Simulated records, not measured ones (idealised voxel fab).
The process module that follows is named voxel air gaps.
Cross-section cut spans 225 nm and uses square cells 5 nm in size.
Cross-section, as written here: a square-cell grid given band by band from the top down, where a band holds one or more rows of cells. Each band's line starts with the height of the band's top and of its bottom, in nm. Then come its materials from left to right, each with its width in nm. One material with "everywhere" fills the band from edge to edge. "empty" is empty space. For the purposes of this specification, 0 denotes the height below which the wafer in its as-received condition is composed wholly of one material, and the lowermost band, lacking a lower limit, extends downward without end, as expressed in "from 0 down". Width "30 to 40": first value at the band's top row of cells, second value at its bottom row, equal change from row to row. The cross-section has no changed cell in any step marked "nothing got changed". If an empty space has no open way to the top and is at least 8 cells in size, "Enclosed cavity list" lists it, written width x height at distance, where distance is measured from the left edge and every value is in nm. Post-settings text on a step line: simulator's own remark regarding the step. When a step includes a mask, the "overlay nm" setting on its line states how far to the right of its planned place that mask lay, and negative values state how far to the left.
Steps planned for the process:
| 1 | RECEIVE: material Si |
| 2 | CONFORMAL_DEP: material SiO2, thk nm 15 |
| 3 | CONFORMAL_DEP: material SiN, thk nm 5 |
| 4 | DIRECTIONAL_DEP: material lowk, thk nm 30 |
| 5 | DIRECTIONAL_DEP: material aC, thk nm 10 |
| 6 | PATTERN: tone open, mask id LINES, material resist, width nm 15, pitch nm 40, thk nm 25, overlay nm 0 |
| 7 | DIRECTIONAL_ETCH: etch materials aC, depth nm 10 |
| 8 | STRIP: etch materials resist |
| 9 | DIRECTIONAL_ETCH: etch materials lowk, depth nm 30 |
| 10 | STRIP: etch materials aC |
| 11 | CONFORMAL_DEP: material TiN, thk nm 5 |
| 12 | FILL_DEP: material W, thk nm 10 |
| 13 | CMP: height nm 50 |
| 14 | EPI: material Ru, thk nm 10 |
| 15 | SELECTIVE_ETCH: etch materials lowk, depth nm 40 |
| 16 | CONFORMAL_DEP: material SiCN, thk nm 5 |
As received (post step 1): cross-section:
* from 0 down | Si everywhere
* Enclosed cavity list: none
Result of the module, cross-sectioned: start per above, plan per above, one error in how it was run:
* from 65 to 60 | 30 of empty, then 165 of SiCN, then 30 of empty
* from 60 to 50 | 30 of empty, then 5 of SiCN, then 35 of Ru, then 5 of SiCN, then 35 of Ru, then 5 of SiCN, then 35 of Ru, then 5 of SiCN, then 35 of Ru, then 5 of SiCN, then 30 of empty
* from 50 to 45 | 30 of empty, then 15 of SiCN, then 5 of TiN, then 5 of W, then 5 of TiN, then 25 of SiCN, then 5 of TiN, then 5 of W, then 5 of TiN, then 25 of SiCN, then 5 of TiN, then 5 of W, then 5 of TiN, then 25 of SiCN, then 5 of TiN, then 5 of W, then 5 of TiN, then 15 of SiCN, then 30 of empty
* from 45 to 40 | 40 of empty, then 5 of SiCN, then 5 of TiN, then 5 of W, then 5 of TiN, then 5 of SiCN, then 15 of empty, then 5 of SiCN, then 5 of TiN, then 5 of W, then 5 of TiN, then 5 of SiCN, then 15 of empty, then 5 of SiCN, then 5 of TiN, then 5 of W, then 5 of TiN, then 5 of SiCN, then 15 of empty, then 5 of SiCN, then 5 of TiN, then 5 of W, then 5 of TiN, then 5 of SiCN, then 40 of empty
* from 40 to 35 | 45 of SiCN, then 15 of TiN, then 25 of SiCN, then 15 of TiN, then 25 of SiCN, then 15 of TiN, then 25 of SiCN, then 15 of TiN, then 45 of SiCN
* from 35 to 30 | SiN everywhere
* from 30 to 0 | SiO2 everywhere
* from 0 down | Si everywhere
* Enclosed cavity list: none
Here's what went sideways: heads up, step 2 of the plan got done twice
